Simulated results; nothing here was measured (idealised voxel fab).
Module name: voxel double patterning (process module)
The cross-section shown here is cut; it is 210 nm wide and divided into square cells measuring 5 nm on a side.
We lay out every cross-section as a grid of square cells and spell it out in bands from the top down, where one band means one or more rows of cells. In this notation a band is specified by the heights of its top and bottom, in that order and in nm, after which its materials appear from left to right, each paired with its width in nm. The word "everywhere" attached to a single material means that material fills the band from edge to edge; the word "empty" stands for empty space. Height 0 is the level under which the wafer as received is all one material. The lowest band goes on downwards, as in "0 down". The expression "30->40" gives the width at the extremes of the band, the first number at its top row of cells and the second at its bottom row, with the width changing by equal amounts from each row to the next in between. Any step labelled "identical to before" changed none of the cells in the cross-section. The label "Closed internal voids" introduces a list of the empty spaces, 8 cells or larger, that have no open way up to the top; each entry in it reads width x height at distance, where the distance is taken from the left edge and all three are stated in nm. That trailing text on a step's line, after the settings, is the simulator's own remark on the step. For masked steps, "overlay nm" on the step line gives how far right of plan the mask actually lay; a minus sign means it lay to the left.
-- Intended process steps
step 1: RECEIVE | material Si
step 2: CONFORMAL_DEP | material SiO2 | thk nm 10
step 3: DIRECTIONAL_DEP | material polySi | thk nm 10
step 4: DIRECTIONAL_DEP | material SiN | thk nm 5
step 5: PATTERN | tone open | mask id FIRST | material resist | width nm 15 | pitch nm 50 | thk nm 15 | overlay nm 0
step 6: DIRECTIONAL_ETCH | etch materials SiN | depth nm 5
step 7: STRIP | etch materials resist
step 8: DIRECTIONAL_DEP | material aC | thk nm 10
step 9: PATTERN | tone open | mask id SECOND | material resist | width nm 15 | pitch nm 50 | thk nm 25 | overlay nm 0
step 10: DIRECTIONAL_ETCH | etch materials aC | depth nm 10
step 11: STRIP | etch materials resist
step 12: DIRECTIONAL_ETCH | etch materials SiN | depth nm 5
step 13: STRIP | etch materials aC
step 14: DIRECTIONAL_ETCH | etch materials polySi | depth nm 10
step 15: STRIP | etch materials SiN
-- Cross-section of the wafer upon arrival, representing the state reached after step 1
    0 down = Si everywhere
    Closed internal voids: none
-- Looking at the first of two wafers in cross-section at end of module - ran to plan
    20 to 10 = polySi: 45 | empty: 15 | polySi: 10 | empty: 15 | polySi: 10 | empty: 15 | polySi: 10 | empty: 15 | polySi: 10 | empty: 15 | polySi: 50
    10 to 0 = SiO2 everywhere
    0 down = Si everywhere
    Closed internal voids: none
-- Wafer two (of two), end-of-module cross-section: start = wafer one, plan = wafer one, one run mistake
    20 to 10 = polySi: 45 | empty: 15 | polySi: 5 | empty: 25 | polySi: 5 | empty: 15 | polySi: 5 | empty: 25 | polySi: 5 | empty: 15 | polySi: 50
    10 to 0 = SiO2 everywhere
    0 down = Si everywhere
    Closed internal voids: none
Deviation from plan: it should be noted that step 9 was executed with settings other than those planned, the operation and settings actually applied being PATTERN | tone open | mask id SECOND | material resist | width nm 25 | pitch nm 50 | thk nm 25 | overlay nm 0
At the finish, the second wafer shows more or fewer cells for some materials than the first does: -8 polySi
